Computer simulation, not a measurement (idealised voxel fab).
Herein follows the process module entitled voxel self aligned vias.
This is section cut - it's 240 nm across, gridded in 5 nm square cells.
We lay out every cross-section as a grid of square cells and spell it out in bands from the top down, where one band means one or more rows of cells. Top height, bottom height, nm. Materials left to right, width each, nm. Single material + "full width" = fills band edge to edge. "blank" = empty. Heights are measured from 0, the level below which the as-received wafer is all one material; the lowest band has no bottom and continues downward, written as in "0 -> down". When a width is written as two numbers, as in "30..40", the first number is the width in the top row of cells of the band and the second is the width in its bottom row, and the width changes by the same amount from each row to the next. The cross-section has no changed cell in any step marked "nothing changed". The list in "Enclosed void entries" covers empty spaces of 8 cells or more that cannot reach the top through any open way, and it gives each as width x height at distance; the distance is from the left edge, and width, height and distance are in nm. Read whatever lies past the settings on a step's line as the simulator's own remark about the step. overlay nm: how far to the right of its planned place the mask lay on this masked step (negative: to the left).
**Steps planned for the process**
1. RECEIVE: material Si
2. CONFORMAL_DEP: material SiO2, thk nm 15
3. CONFORMAL_DEP: material SiCN, thk nm 5
4. DIRECTIONAL_DEP: material lowk, thk nm 25
5. MASKED_ETCH: tone open, mask id LINES, width nm 30, pitch nm 65, etch materials lowk, depth nm 25, overlay nm 0
6. CONFORMAL_DEP: material TiN, thk nm 5
7. FILL_DEP: material W, thk nm 10
8. CMP: height nm 45
9. SELECTIVE_ETCH: etch materials W Ru TiN, depth nm 10
10. FILL_DEP: material SiN, thk nm 5
11. CMP: height nm 45
12. DIRECTIONAL_DEP: material lowk, thk nm 20
13. PATTERN: tone open, mask id VIAS, material resist, width nm 40, pitch nm 65, thk nm 15, overlay nm 0
14. DIRECTIONAL_ETCH: etch materials lowk, depth nm 20
15. DIRECTIONAL_ETCH: etch materials SiN, depth nm 10
16. STRIP: etch materials resist
17. CONFORMAL_DEP: material TiN, thk nm 5
18. FILL_DEP: material Cu, thk nm 5
19. CMP: height nm 65
20. CONFORMAL_DEP: material SiCN, thk nm 5
**The following pertains to the first of two wafers, which was processed as planned**
**As received (post step 1): cross-section**
* 0 -> down  Si full width
* Enclosed void entries: none
**You're looking at a cross-section of the wafer after step 2**
* 15 -> 0  SiO2 full width
* Below a height of 0, the structure has not been altered.
**You're looking at a cross-section of the wafer after step 3**
* 20 -> 15  SiCN full width
* Below a height of 15, the structure has not been altered.
**You're looking at a cross-section of the wafer after step 4**
* 45 -> 20  lowk full width
* Below a height of 20, the structure has not been altered.
**You're looking at a cross-section of the wafer after step 5**
* 45 -> 20  lowk 40 nm / blank 30 nm / lowk 35 nm / blank 30 nm / lowk 35 nm / blank 30 nm / lowk 40 nm
* Below a height of 20, the structure has not been altered.
**You're looking at a cross-section of the wafer after step 6**
* 50 -> 45  TiN 45 nm / blank 20 nm / TiN 45 nm / blank 20 nm / TiN 45 nm / blank 20 nm / TiN 45 nm
* 45 -> 25  lowk 40 nm / TiN 5 nm / blank 20 nm / TiN 5 nm / lowk 35 nm / TiN 5 nm / blank 20 nm / TiN 5 nm / lowk 35 nm / TiN 5 nm / blank 20 nm / TiN 5 nm / lowk 40 nm
* 25 -> 20  lowk 40 nm / TiN 30 nm / lowk 35 nm / TiN 30 nm / lowk 35 nm / TiN 30 nm / lowk 40 nm
* Below a height of 20, the structure has not been altered.
**You're looking at a cross-section of the wafer after step 7**
* 60 -> 50  W full width
* 50 -> 45  TiN 45 nm / W 20 nm / TiN 45 nm / W 20 nm / TiN 45 nm / W 20 nm / TiN 45 nm
* 45 -> 25  lowk 40 nm / TiN 5 nm / W 20 nm / TiN 5 nm / lowk 35 nm / TiN 5 nm / W 20 nm / TiN 5 nm / lowk 35 nm / TiN 5 nm / W 20 nm / TiN 5 nm / lowk 40 nm
* Below a height of 25, the structure has not been altered.
**You're looking at a cross-section of the wafer after step 8**
* 45 -> 25  lowk 40 nm / TiN 5 nm / W 20 nm / TiN 5 nm / lowk 35 nm / TiN 5 nm / W 20 nm / TiN 5 nm / lowk 35 nm / TiN 5 nm / W 20 nm / TiN 5 nm / lowk 40 nm
* Below a height of 25, the structure has not been altered.
**You're looking at a cross-section of the wafer after step 9**
* 45 -> 35  lowk 40 nm / blank 30 nm / lowk 35 nm / blank 30 nm / lowk 35 nm / blank 30 nm / lowk 40 nm
* Below a height of 35, the structure has not been altered.
**You're looking at a cross-section of the wafer after step 10**
* 50 -> 45  SiN full width
* 45 -> 35  lowk 40 nm / SiN 30 nm / lowk 35 nm / SiN 30 nm / lowk 35 nm / SiN 30 nm / lowk 40 nm
* Below a height of 35, the structure has not been altered.
**You're looking at a cross-section of the wafer after step 11**
* 45 -> 35  lowk 40 nm / SiN 30 nm / lowk 35 nm / SiN 30 nm / lowk 35 nm / SiN 30 nm / lowk 40 nm
* Below a height of 35, the structure has not been altered.
**You're looking at a cross-section of the wafer after step 12**
* 65 -> 45  lowk full width
* Below a height of 45, the structure has not been altered.
**You're looking at a cross-section of the wafer after step 13**
* 80 -> 65  resist 35 nm / blank 40 nm / resist 25 nm / blank 40 nm / resist 25 nm / blank 40 nm / resist 35 nm
* Below a height of 65, the structure has not been altered.
**You're looking at a cross-section of the wafer after step 14**
* 80 -> 65  resist 35 nm / blank 40 nm / resist 25 nm / blank 40 nm / resist 25 nm / blank 40 nm / resist 35 nm
* 65 -> 45  lowk 35 nm / blank 40 nm / lowk 25 nm / blank 40 nm / lowk 25 nm / blank 40 nm / lowk 35 nm
* Below a height of 45, the structure has not been altered.
**You're looking at a cross-section of the wafer after step 15**
* 80 -> 65  resist 35 nm / blank 40 nm / resist 25 nm / blank 40 nm / resist 25 nm / blank 40 nm / resist 35 nm
* 65 -> 45  lowk 35 nm / blank 40 nm / lowk 25 nm / blank 40 nm / lowk 25 nm / blank 40 nm / lowk 35 nm
* 45 -> 35  lowk 40 nm / blank 30 nm / lowk 35 nm / blank 30 nm / lowk 35 nm / blank 30 nm / lowk 40 nm
* Below a height of 35, the structure has not been altered.
**You're looking at a cross-section of the wafer after step 16**
* 65 -> 45  lowk 35 nm / blank 40 nm / lowk 25 nm / blank 40 nm / lowk 25 nm / blank 40 nm / lowk 35 nm
* Below a height of 45, the structure has not been altered.
**You're looking at a cross-section of the wafer after step 17**
* 70 -> 65  TiN 40 nm / blank 30 nm / TiN 35 nm / blank 30 nm / TiN 35 nm / blank 30 nm / TiN 40 nm
* 65 -> 50  lowk 35 nm / TiN 5 nm / blank 30 nm / TiN 5 nm / lowk 25 nm / TiN 5 nm / blank 30 nm / TiN 5 nm / lowk 25 nm / TiN 5 nm / blank 30 nm / TiN 5 nm / lowk 35 nm
* 50 -> 40  lowk 35..40 nm / TiN 10..5 nm / blank 20 nm / TiN 10..5 nm / lowk 25..35 nm / TiN 10..5 nm / blank 20 nm / TiN 10..5 nm / lowk 25..35 nm / TiN 10..5 nm / blank 20 nm / TiN 10..5 nm / lowk 35..40 nm
* 40 -> 35  lowk 40 nm / TiN 30 nm / lowk 35 nm / TiN 30 nm / lowk 35 nm / TiN 30 nm / lowk 40 nm
* Below a height of 35, the structure has not been altered.
**You're looking at a cross-section of the wafer after step 18**
* 75 -> 70  Cu full width
* 70 -> 65  TiN 40 nm / Cu 30 nm / TiN 35 nm / Cu 30 nm / TiN 35 nm / Cu 30 nm / TiN 40 nm
* 65 -> 50  lowk 35 nm / TiN 5 nm / Cu 30 nm / TiN 5 nm / lowk 25 nm / TiN 5 nm / Cu 30 nm / TiN 5 nm / lowk 25 nm / TiN 5 nm / Cu 30 nm / TiN 5 nm / lowk 35 nm
* 50 -> 40  lowk 35..40 nm / TiN 10..5 nm / Cu 20 nm / TiN 10..5 nm / lowk 25..35 nm / TiN 10..5 nm / Cu 20 nm / TiN 10..5 nm / lowk 25..35 nm / TiN 10..5 nm / Cu 20 nm / TiN 10..5 nm / lowk 35..40 nm
* Below a height of 40, the structure has not been altered.
**You're looking at a cross-section of the wafer after step 19**
* 65 -> 50  lowk 35 nm / TiN 5 nm / Cu 30 nm / TiN 5 nm / lowk 25 nm / TiN 5 nm / Cu 30 nm / TiN 5 nm / lowk 25 nm / TiN 5 nm / Cu 30 nm / TiN 5 nm / lowk 35 nm
* Below a height of 50, the structure has not been altered.
**You're looking at a cross-section of the wafer after step 20**
* 70 -> 65  SiCN full width
* Below a height of 65, the structure has not been altered.
**Wafer two of the pair: same origin, same plan, one error during the run; identical to wafer one up to and including step 18**
**Second wafer shown in cross-section at the time step 19 was slated to end**
* 60 -> 50  lowk 35 nm / TiN 5 nm / Cu 30 nm / TiN 5 nm / lowk 25 nm / TiN 5 nm / Cu 30 nm / TiN 5 nm / lowk 25 nm / TiN 5 nm / Cu 30 nm / TiN 5 nm / lowk 35 nm
* Below a height of 50, the structure has not been altered.
**Second wafer shown in cross-section at the time step 20 was slated to end**
* 65 -> 60  SiCN full width
* Below a height of 60, the structure has not been altered.
The plan and the run diverged here: step 19 off recipe, ran as CMP: height nm 60
Counted in cells at the end, the second wafer holds more or fewer of these materials than the first: Cu -18 | TiN -6 | lowk -24
